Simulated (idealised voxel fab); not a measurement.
Process module under the name voxel capacitor over wiring
Section shown: cut. Width: 185 nm. Cell size: 5 nm, square.
Format of a cross-section: grid, square cells. Given as bands. Order: top down. Band: one or more rows of cells. This entry defines a band. It first specifies the height of the band's top and the height of its bottom in nm, and then specifies the band's materials from left to right, stating each material with its width in nm. The word "throughout" identifies a single material that fills the band from edge to edge, while the word "air" identifies empty space. Basically, 0 is our baseline, since under it the wafer straight out of the box is all one material. The bottom band has no lower end and keeps on going down, so it looks like "top 0, no bottom". Quick explanation for "30 to 40": the width changes in equal steps down the rows of cells, from the first number in the band's top row to the second number in its bottom row. "no alteration" -> step changed no cross-section cell. So "Sealed void listing" is basically the list of trapped voids: any empty space of 8 cells or more that can't reach the top through an opening. They're written width x height at distance, the distance being from the left edge, and it's all nm. Formally, on a step line, whatever follows the settings is a remark that the simulator itself makes on the step. You can add "overlay nm" to a step's line. For a step with a mask, it describes how far the mask lay to the right of its planned position, and a negative number describes a lay to the left.
### Intended process steps
| 1 | RECEIVE, material Si |
| 2 | CONFORMAL_DEP, material SiO2, thk nm 15 |
| 3 | CONFORMAL_DEP, material SiCN, thk nm 5 |
| 4 | DIRECTIONAL_DEP, material lowk, thk nm 20 |
| 5 | DIRECTIONAL_DEP, material aC, thk nm 15 |
| 6 | PATTERN, tone open, mask id METAL_1, material resist, width nm 20, pitch nm 75, thk nm 35, overlay nm 0 |
| 7 | DIRECTIONAL_ETCH, etch materials aC, depth nm 15 |
| 8 | STRIP, etch materials resist |
| 9 | DIRECTIONAL_ETCH, etch materials lowk, depth nm 20 |
| 10 | DIRECTIONAL_ETCH, etch materials SiCN, depth nm 5 |
| 11 | STRIP, etch materials aC |
| 12 | CONFORMAL_DEP, material TiN, thk nm 5 |
| 13 | FILL_DEP, material W, thk nm 5 |
| 14 | CMP, height nm 40 |
| 15 | CONFORMAL_DEP, material SiCN, thk nm 5 |
| 16 | DIRECTIONAL_DEP, material SiO2, thk nm 15 |
| 17 | PATTERN, tone open, mask id PLUG_1, material resist, width nm 15, thk nm 20, overlay nm 0 |
| 18 | DIRECTIONAL_ETCH, etch materials SiO2, depth nm 15 |
| 19 | DIRECTIONAL_ETCH, etch materials SiCN, depth nm 5 |
| 20 | STRIP, etch materials resist |
| 21 | EPI, material Ru, thk nm 10 |
| 22 | EPI, material Ru, thk nm 10 |
| 23 | DIRECTIONAL_DEP, material TiN, thk nm 5 |
| 24 | DIRECTIONAL_DEP, material Al2O3, thk nm 5 |
| 25 | DIRECTIONAL_DEP, material TiN, thk nm 5 |
| 26 | DIRECTIONAL_DEP, material aC, thk nm 15 |
| 27 | PATTERN, tone cover, mask id UPPER_PLATE, material resist, width nm 60, thk nm 30, overlay nm 0 |
| 28 | DIRECTIONAL_ETCH, etch materials aC, depth nm 15 |
| 29 | STRIP, etch materials resist |
| 30 | DIRECTIONAL_ETCH, etch materials TiN, depth nm 5 |
| 31 | DIRECTIONAL_ETCH, etch materials Al2O3, depth nm 5 |
| 32 | STRIP, etch materials aC |
| 33 | PATTERN, tone cover, mask id LOWER_PLATE, material resist, width nm 70, thk nm 20, overlay nm 0 |
| 34 | DIRECTIONAL_ETCH, etch materials TiN, depth nm 5 |
| 35 | STRIP, etch materials resist |
| 36 | FILL_DEP, material SiO2, thk nm 15 |
| 37 | CMP, height nm 85 |
| 38 | MASKED_ETCH, tone open, mask id PLUG_2, width nm 15, etch materials SiO2, depth nm 10, overlay nm 0 |
| 39 | CONFORMAL_DEP, material TiN, thk nm 5 |
| 40 | FILL_DEP, material Ru, thk nm 5 |
| 41 | CMP, height nm 85 |
| 42 | CONFORMAL_DEP, material SiN, thk nm 5 |
### Shown in cross-section is the wafer as received, that is, as it stands after step 1
* top 0, no bottom  Si throughout
* Sealed void listing: none
### The first of the two wafers as seen in cross-section once the module was finished; processing followed the plan
* top 90, bottom 85  SiN throughout
* top 85, bottom 80  60 SiO2 / 5 TiN / 5 Ru / 5 TiN / 110 SiO2
* top 80, bottom 70  60 to 50 SiO2 / 15 to 60 TiN / 110 to 75 SiO2
* top 70, bottom 65  50 SiO2 / 60 Al2O3 / 75 SiO2
* top 65, bottom 60  45 SiO2 / 70 TiN / 70 SiO2
* top 60, bottom 45  50 SiO2 / 15 Ru / 120 SiO2
* top 45, bottom 40  50 SiCN / 15 Ru / 120 SiCN
* top 40, bottom 20  45 lowk / 5 TiN / 10 W / 5 TiN / 55 lowk / 5 TiN / 10 W / 5 TiN / 45 lowk
* top 20, bottom 15  45 SiCN / 20 TiN / 55 SiCN / 20 TiN / 45 SiCN
* top 15, bottom 0  SiO2 throughout
* top 0, no bottom  Si throughout
* Sealed void listing: none
### Cross-sectional view: second of two wafers, end of module; start and plan identical to the first, one mistake in running
* top 90, bottom 85  SiN throughout
* top 85, bottom 80  60 SiO2 / 5 TiN / 10 Ru / 5 TiN / 105 SiO2
* top 80, bottom 70  60 to 50 SiO2 / 20 to 60 TiN / 105 to 75 SiO2
* top 70, bottom 65  50 SiO2 / 60 Al2O3 / 75 SiO2
* top 65, bottom 60  45 SiO2 / 70 TiN / 70 SiO2
* top 60, bottom 45  50 SiO2 / 15 Ru / 120 SiO2
* top 45, bottom 40  50 SiCN / 15 Ru / 120 SiCN
* top 40, bottom 20  45 lowk / 5 TiN / 10 W / 5 TiN / 55 lowk / 5 TiN / 10 W / 5 TiN / 45 lowk
* top 20, bottom 15  45 SiCN / 20 TiN / 55 SiCN / 20 TiN / 45 SiCN
* top 15, bottom 0  SiO2 throughout
* top 0, no bottom  Si throughout
* Sealed void listing: none
The mistake made against the process plan was this: step 38 ran differently from the plan; actual operation with settings: MASKED_ETCH, tone open, mask id PLUG_2, width nm 20, etch materials SiO2, depth nm 10, overlay nm 0
At the finish, the second wafer shows more or fewer cells for some materials than the first does: 1 more of Ru | 2 fewer of SiO2 | 1 more of TiN
